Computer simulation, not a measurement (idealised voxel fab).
Module name: voxel capacitor over wiring (process module)
Xsec cut, 140 nm wide, square cell size 5 nm.
Throughout this document, each cross-section is represented as a grid of square cells and is presented as a sequence of bands enumerated from the top downward, where a band comprises one or more rows of cells.
Look at the band entry: it leads with the top's height and the bottom's height in nm. Then it lists the materials left to right, with a width in nm for each. The word "all across" on a single material says that material fills the band edge to edge. The word "blank" is empty space.
All heights in this document are referenced to 0, defined as the level beneath which the wafer, as received, consists entirely of one material. The lowest band is not bounded below; it extends indefinitely downward and is written in the form "0 nm and below".
Graded width ("30 to 40"): value in top row of band = first number; value in bottom row = second number; row-to-row change constant.
What does "nothing different" mean for a step? It means no cell of the cross-section changed in that step.
If an empty space has no open way to the top and is at least 8 cells in size, "Entrapped voids" lists it, written width x height at distance, where distance is measured from the left edge and every value is in nm.
Heads up: the bit after the settings on a step's line is the simulator's remark on that step.
"overlay nm" on a masked step: distance the mask lay right of its planned place, negative for left.

Set out below are the planned steps of the process
1: op RECEIVE | material Si
2: op CONFORMAL_DEP | material SiO2 | thk nm 10
3: op DIRECTIONAL_DEP | material TiN | thk nm 5
4: op DIRECTIONAL_DEP | material Ru | thk nm 25
5: op MASKED_ETCH | tone cover | mask id METAL_1 | width nm 25 | pitch nm 80 | etch materials Ru | depth nm 25 | overlay nm 0
6: op MASKED_ETCH | tone cover | mask id METAL_1 | width nm 25 | pitch nm 80 | etch materials TiN | depth nm 5 | overlay nm 0
7: op CONFORMAL_DEP | material SiN | thk nm 5
8: op FILL_DEP | material SiO2 | thk nm 5
9: op CMP | height nm 40
10: op CONFORMAL_DEP | material SiCN | thk nm 5
11: op DIRECTIONAL_DEP | material lowk | thk nm 15
12: op DIRECTIONAL_DEP | material aC | thk nm 10
13: op PATTERN | tone open | mask id PLUG_1 | material resist | width nm 15 | thk nm 25 | overlay nm 0
14: op DIRECTIONAL_ETCH | etch materials aC | depth nm 10
15: op STRIP | etch materials resist
16: op DIRECTIONAL_ETCH | etch materials lowk | depth nm 15
17: op DIRECTIONAL_ETCH | etch materials SiCN | depth nm 5
18: op STRIP | etch materials aC
19: op CONFORMAL_DEP | material TiN | thk nm 5
20: op FILL_DEP | material Ru | thk nm 5
21: op CMP | height nm 60
22: op DIRECTIONAL_DEP | material TiN | thk nm 5
23: op DIRECTIONAL_DEP | material Al2O3 | thk nm 5
24: op DIRECTIONAL_DEP | material TiN | thk nm 10
25: op MASKED_ETCH | tone cover | mask id UPPER_PLATE | width nm 60 | etch materials TiN | depth nm 10 | overlay nm 0
26: op MASKED_ETCH | tone cover | mask id UPPER_PLATE | width nm 60 | etch materials Al2O3 | depth nm 5 | overlay nm 0
27: op DIRECTIONAL_DEP | material aC | thk nm 10
28: op PATTERN | tone cover | mask id LOWER_PLATE | material resist | width nm 70 | thk nm 30 | overlay nm 0
29: op DIRECTIONAL_ETCH | etch materials aC | depth nm 10
30: op STRIP | etch materials resist
31: op DIRECTIONAL_ETCH | etch materials TiN | depth nm 5
32: op STRIP | etch materials aC
33: op FILL_DEP | material SiO2 | thk nm 20
34: op CMP | height nm 95
35: op PATTERN | tone open | mask id PLUG_2 | material resist | width nm 15 | thk nm 15 | overlay nm 0
36: op DIRECTIONAL_ETCH | etch materials SiO2 | depth nm 15
37: op STRIP | etch materials resist
38: op CONFORMAL_DEP | material TiN | thk nm 5
39: op FILL_DEP | material Ru | thk nm 5
40: op CMP | height nm 95
41: op CONFORMAL_DEP | material SiN | thk nm 5

Wafer, first of two, run as planned

As-received wafer cross-section (after step 1)
* 0 nm and below = Si all across
* Entrapped voids: none

The wafer, seen in cross-section, after step 2
* 10 nm to 0 nm = SiO2 all across
* Whatever lies below 0 is exactly as it was before.

The wafer, seen in cross-section, after step 3
* 15 nm to 10 nm = TiN all across
* Whatever lies below 10 is exactly as it was before.

The wafer, seen in cross-section, after step 4
* 40 nm to 15 nm = Ru all across
* Whatever lies below 15 is exactly as it was before.

The wafer, seen in cross-section, after step 5
* 40 nm to 15 nm = blank=15 / Ru=25 / blank=55 / Ru=25 / blank=20
* Whatever lies below 15 is exactly as it was before.

The wafer, seen in cross-section, after step 6
* 40 nm to 15 nm = blank=15 / Ru=25 / blank=55 / Ru=25 / blank=20
* 15 nm to 10 nm = blank=15 / TiN=25 / blank=55 / TiN=25 / blank=20
* Whatever lies below 10 is exactly as it was before.

The wafer, seen in cross-section, after step 7
* 45 nm to 40 nm = blank=10 / SiN=35 / blank=45 / SiN=35 / blank=15
* 40 nm to 15 nm = blank=10 / SiN=5 / Ru=25 / SiN=5 / blank=45 / SiN=5 / Ru=25 / SiN=5 / blank=15
* 15 nm to 10 nm = SiN=15 / TiN=25 / SiN=55 / TiN=25 / SiN=20
* Whatever lies below 10 is exactly as it was before.

The wafer, seen in cross-section, after step 8
* 50 nm to 45 nm = SiO2 all across
* 45 nm to 40 nm = SiO2=10 / SiN=35 / SiO2=45 / SiN=35 / SiO2=15
* 40 nm to 15 nm = SiO2=10 / SiN=5 / Ru=25 / SiN=5 / SiO2=45 / SiN=5 / Ru=25 / SiN=5 / SiO2=15
* Whatever lies below 15 is exactly as it was before.

The wafer, seen in cross-section, after step 9
* 40 nm to 15 nm = SiO2=10 / SiN=5 / Ru=25 / SiN=5 / SiO2=45 / SiN=5 / Ru=25 / SiN=5 / SiO2=15
* Whatever lies below 15 is exactly as it was before.

The wafer, seen in cross-section, after step 10
* 45 nm to 40 nm = SiCN all across
* Whatever lies below 40 is exactly as it was before.

The wafer, seen in cross-section, after step 11
* 60 nm to 45 nm = lowk all across
* Whatever lies below 45 is exactly as it was before.

The wafer, seen in cross-section, after step 12
* 70 nm to 60 nm = aC all across
* Whatever lies below 60 is exactly as it was before.

The wafer, seen in cross-section, after step 13
* 95 nm to 70 nm = resist=25 / blank=15 / resist=100
* Whatever lies below 70 is exactly as it was before.

The wafer, seen in cross-section, after step 14
* 85 nm to 70 nm = resist=25 / blank=15 / resist=100
* 70 nm to 60 nm = aC=25 / blank=15 / aC=100
* Whatever lies below 60 is exactly as it was before.

The wafer, seen in cross-section, after step 15
* 70 nm to 60 nm = aC=25 / blank=15 / aC=100
* Whatever lies below 60 is exactly as it was before.

The wafer, seen in cross-section, after step 16
* 70 nm to 60 nm = aC=25 / blank=15 / aC=100
* 60 nm to 45 nm = lowk=25 / blank=15 / lowk=100
* Whatever lies below 45 is exactly as it was before.

The wafer, seen in cross-section, after step 17
* 70 nm to 60 nm = aC=25 / blank=15 / aC=100
* 60 nm to 45 nm = lowk=25 / blank=15 / lowk=100
* 45 nm to 40 nm = SiCN=25 / blank=15 / SiCN=100
* Whatever lies below 40 is exactly as it was before.

The wafer, seen in cross-section, after step 18
* 60 nm to 45 nm = lowk=25 / blank=15 / lowk=100
* Whatever lies below 45 is exactly as it was before.

The wafer, seen in cross-section, after step 19
* 65 nm to 60 nm = TiN=30 / blank=5 / TiN=105
* 60 nm to 45 nm = lowk=25 / TiN=5 / blank=5 / TiN=5 / lowk=100
* 45 nm to 40 nm = SiCN=25 / TiN=15 / SiCN=100
* Whatever lies below 40 is exactly as it was before.

The wafer, seen in cross-section, after step 20
* 70 nm to 65 nm = Ru all across
* 65 nm to 60 nm = TiN=30 / Ru=5 / TiN=105
* 60 nm to 45 nm = lowk=25 / TiN=5 / Ru=5 / TiN=5 / lowk=100
* Whatever lies below 45 is exactly as it was before.

The wafer, seen in cross-section, after step 21
* 60 nm to 45 nm = lowk=25 / TiN=5 / Ru=5 / TiN=5 / lowk=100
* Whatever lies below 45 is exactly as it was before.

The wafer, seen in cross-section, after step 22
* 65 nm to 60 nm = TiN all across
* Whatever lies below 60 is exactly as it was before.

The wafer, seen in cross-section, after step 23
* 70 nm to 65 nm = Al2O3 all across
* Whatever lies below 65 is exactly as it was before.

The wafer, seen in cross-section, after step 24
* 80 nm to 70 nm = TiN all across
* Whatever lies below 70 is exactly as it was before.

The wafer, seen in cross-section, after step 25
* 80 nm to 70 nm = blank=25 / TiN=60 / blank=55
* Whatever lies below 70 is exactly as it was before.

The wafer, seen in cross-section, after step 26
* 80 nm to 70 nm = blank=25 / TiN=60 / blank=55
* 70 nm to 65 nm = blank=25 / Al2O3=60 / blank=55
* Whatever lies below 65 is exactly as it was before.

The wafer, seen in cross-section, after step 27
* 90 nm to 80 nm = blank=25 / aC=60 / blank=55
* 80 nm to 75 nm = blank=25 / TiN=60 / blank=55
* 75 nm to 70 nm = aC=25 / TiN=60 / aC=55
* 70 nm to 65 nm = aC=25 / Al2O3=60 / aC=55
* Whatever lies below 65 is exactly as it was before.

The wafer, seen in cross-section, after step 28
* 120 nm to 90 nm = blank=20 / resist=70 / blank=50
* 90 nm to 80 nm = blank=20 / resist=5 / aC=60 / resist=5 / blank=50
* 80 nm to 75 nm = blank=20 / resist=5 / TiN=60 / resist=5 / blank=50
* Whatever lies below 75 is exactly as it was before.

The wafer, seen in cross-section, after step 29
* 110 nm to 90 nm = blank=20 / resist=70 / blank=50
* 90 nm to 80 nm = blank=20 / resist=5 / aC=60 / resist=5 / blank=50
* 80 nm to 75 nm = blank=20 / resist=5 / TiN=60 / resist=5 / blank=50
* 75 nm to 70 nm = blank=20 / aC=5 / TiN=60 / aC=5 / blank=50
* 70 nm to 65 nm = blank=20 / aC=5 / Al2O3=60 / aC=5 / blank=50
* Whatever lies below 65 is exactly as it was before.

The wafer, seen in cross-section, after step 30
* 90 nm to 80 nm = blank=25 / aC=60 / blank=55
* 80 nm to 75 nm = blank=25 / TiN=60 / blank=55
* Whatever lies below 75 is exactly as it was before.

The wafer, seen in cross-section, after step 31
* 90 nm to 80 nm = blank=25 / aC=60 / blank=55
* 80 nm to 75 nm = blank=25 / TiN=60 / blank=55
* 75 nm to 70 nm = blank=20 / aC=5 / TiN=60 / aC=5 / blank=50
* 70 nm to 65 nm = blank=20 / aC=5 / Al2O3=60 / aC=5 / blank=50
* 65 nm to 60 nm = blank=20 / TiN=70 / blank=50
* Whatever lies below 60 is exactly as it was before.

The wafer, seen in cross-section, after step 32
* 80 nm to 70 nm = blank=25 / TiN=60 / blank=55
* 70 nm to 65 nm = blank=25 / Al2O3=60 / blank=55
* Whatever lies below 65 is exactly as it was before.

The wafer, seen in cross-section, after step 33
* 100 nm to 80 nm = SiO2 all across
* 80 nm to 70 nm = SiO2=25 / TiN=60 / SiO2=55
* 70 nm to 65 nm = SiO2=25 / Al2O3=60 / SiO2=55
* 65 nm to 60 nm = SiO2=20 / TiN=70 / SiO2=50
* Whatever lies below 60 is exactly as it was before.

The wafer, seen in cross-section, after step 34
* 95 nm to 80 nm = SiO2 all across
* Whatever lies below 80 is exactly as it was before.

The wafer, seen in cross-section, after step 35
* 110 nm to 95 nm = resist=35 / blank=15 / resist=90
* Whatever lies below 95 is exactly as it was before.

The wafer, seen in cross-section, after step 36
* 110 nm to 95 nm = resist=35 / blank=15 / resist=90
* 95 nm to 80 nm = SiO2=35 / blank=15 / SiO2=90
* Whatever lies below 80 is exactly as it was before.

The wafer, seen in cross-section, after step 37
* 95 nm to 80 nm = SiO2=35 / blank=15 / SiO2=90
* Whatever lies below 80 is exactly as it was before.

The wafer, seen in cross-section, after step 38
* 100 nm to 95 nm = TiN=40 / blank=5 / TiN=95
* 95 nm to 85 nm = SiO2=35 / TiN=5 / blank=5 / TiN=5 / SiO2=90
* 85 nm to 80 nm = SiO2=35 / TiN=15 / SiO2=90
* Whatever lies below 80 is exactly as it was before.

The wafer, seen in cross-section, after step 39
* 105 nm to 100 nm = Ru all across
* 100 nm to 95 nm = TiN=40 / Ru=5 / TiN=95
* 95 nm to 85 nm = SiO2=35 / TiN=5 / Ru=5 / TiN=5 / SiO2=90
* Whatever lies below 85 is exactly as it was before.

The wafer, seen in cross-section, after step 40
* 95 nm to 85 nm = SiO2=35 / TiN=5 / Ru=5 / TiN=5 / SiO2=90
* Whatever lies below 85 is exactly as it was before.

The wafer, seen in cross-section, after step 41
* 100 nm to 95 nm = SiN all across
* Whatever lies below 95 is exactly as it was before.

Wafer two: like wafer one in start and plan, but with one mistake in execution; identical up to and including step 22

Here is the second wafer in cross-section at the point where step 23 of the plan should have been done: nothing different

Here is the second wafer in cross-section at the point where step 24 of the plan should have been done
* 75 nm to 60 nm = TiN all across
* Whatever lies below 60 is exactly as it was before.

Here is the second wafer in cross-section at the point where step 25 of the plan should have been done
* 75 nm to 65 nm = blank=25 / TiN=60 / blank=55
* Whatever lies below 65 is exactly as it was before.

Here is the second wafer in cross-section at the point where step 26 of the plan should have been done: nothing different

Here is the second wafer in cross-section at the point where step 27 of the plan should have been done
* 85 nm to 75 nm = blank=25 / aC=60 / blank=55
* 75 nm to 65 nm = aC=25 / TiN=60 / aC=55
* Whatever lies below 65 is exactly as it was before.

Here is the second wafer in cross-section at the point where step 28 of the plan should have been done
* 115 nm to 85 nm = blank=20 / resist=70 / blank=50
* 85 nm to 75 nm = blank=20 / resist=5 / aC=60 / resist=5 / blank=50
* Whatever lies below 75 is exactly as it was before.

Here is the second wafer in cross-section at the point where step 29 of the plan should have been done
* 105 nm to 85 nm = blank=20 / resist=70 / blank=50
* 85 nm to 75 nm = blank=20 / resist=5 / aC=60 / resist=5 / blank=50
* 75 nm to 65 nm = blank=20 / aC=5 / TiN=60 / aC=5 / blank=50
* Whatever lies below 65 is exactly as it was before.

Here is the second wafer in cross-section at the point where step 30 of the plan should have been done
* 85 nm to 75 nm = blank=25 / aC=60 / blank=55
* Whatever lies below 75 is exactly as it was before.

Here is the second wafer in cross-section at the point where step 31 of the plan should have been done
* 85 nm to 75 nm = blank=25 / aC=60 / blank=55
* 75 nm to 65 nm = blank=20 / aC=5 / TiN=60 / aC=5 / blank=50
* 65 nm to 60 nm = blank=20 / TiN=70 / blank=50
* Whatever lies below 60 is exactly as it was before.

Here is the second wafer in cross-section at the point where step 32 of the plan should have been done
* 75 nm to 65 nm = blank=25 / TiN=60 / blank=55
* Whatever lies below 65 is exactly as it was before.

Here is the second wafer in cross-section at the point where step 33 of the plan should have been done
* 95 nm to 75 nm = SiO2 all across
* 75 nm to 65 nm = SiO2=25 / TiN=60 / SiO2=55
* 65 nm to 60 nm = SiO2=20 / TiN=70 / SiO2=50
* Whatever lies below 60 is exactly as it was before.

Here is the second wafer in cross-section at the point where step 34 of the plan should have been done: nothing different

Here is the second wafer in cross-section at the point where step 35 of the plan should have been done
* 110 nm to 95 nm = resist=35 / blank=15 / resist=90
* Whatever lies below 95 is exactly as it was before.

Here is the second wafer in cross-section at the point where step 36 of the plan should have been done
* 110 nm to 95 nm = resist=35 / blank=15 / resist=90
* 95 nm to 80 nm = SiO2=35 / blank=15 / SiO2=90
* Whatever lies below 80 is exactly as it was before.

Here is the second wafer in cross-section at the point where step 37 of the plan should have been done
* 95 nm to 80 nm = SiO2=35 / blank=15 / SiO2=90
* Whatever lies below 80 is exactly as it was before.

Here is the second wafer in cross-section at the point where step 38 of the plan should have been done
* 100 nm to 95 nm = TiN=40 / blank=5 / TiN=95
* 95 nm to 85 nm = SiO2=35 / TiN=5 / blank=5 / TiN=5 / SiO2=90
* 85 nm to 80 nm = SiO2=35 / TiN=15 / SiO2=90
* Whatever lies below 80 is exactly as it was before.

Here is the second wafer in cross-section at the point where step 39 of the plan should have been done
* 105 nm to 100 nm = Ru all across
* 100 nm to 95 nm = TiN=40 / Ru=5 / TiN=95
* 95 nm to 85 nm = SiO2=35 / TiN=5 / Ru=5 / TiN=5 / SiO2=90
* Whatever lies below 85 is exactly as it was before.

Here is the second wafer in cross-section at the point where step 40 of the plan should have been done
* 95 nm to 85 nm = SiO2=35 / TiN=5 / Ru=5 / TiN=5 / SiO2=90
* Whatever lies below 85 is exactly as it was before.

Here is the second wafer in cross-section at the point where step 41 of the plan should have been done
* 100 nm to 95 nm = SiN all across
* Whatever lies below 95 is exactly as it was before.
So what did we get wrong on this run? step 23 of the plan was jumped over and never run
Looking at both finished wafers in cells, the second ends up ahead of or behind the first on some materials: Al2O3: 12 fewer | SiO2: 12 more
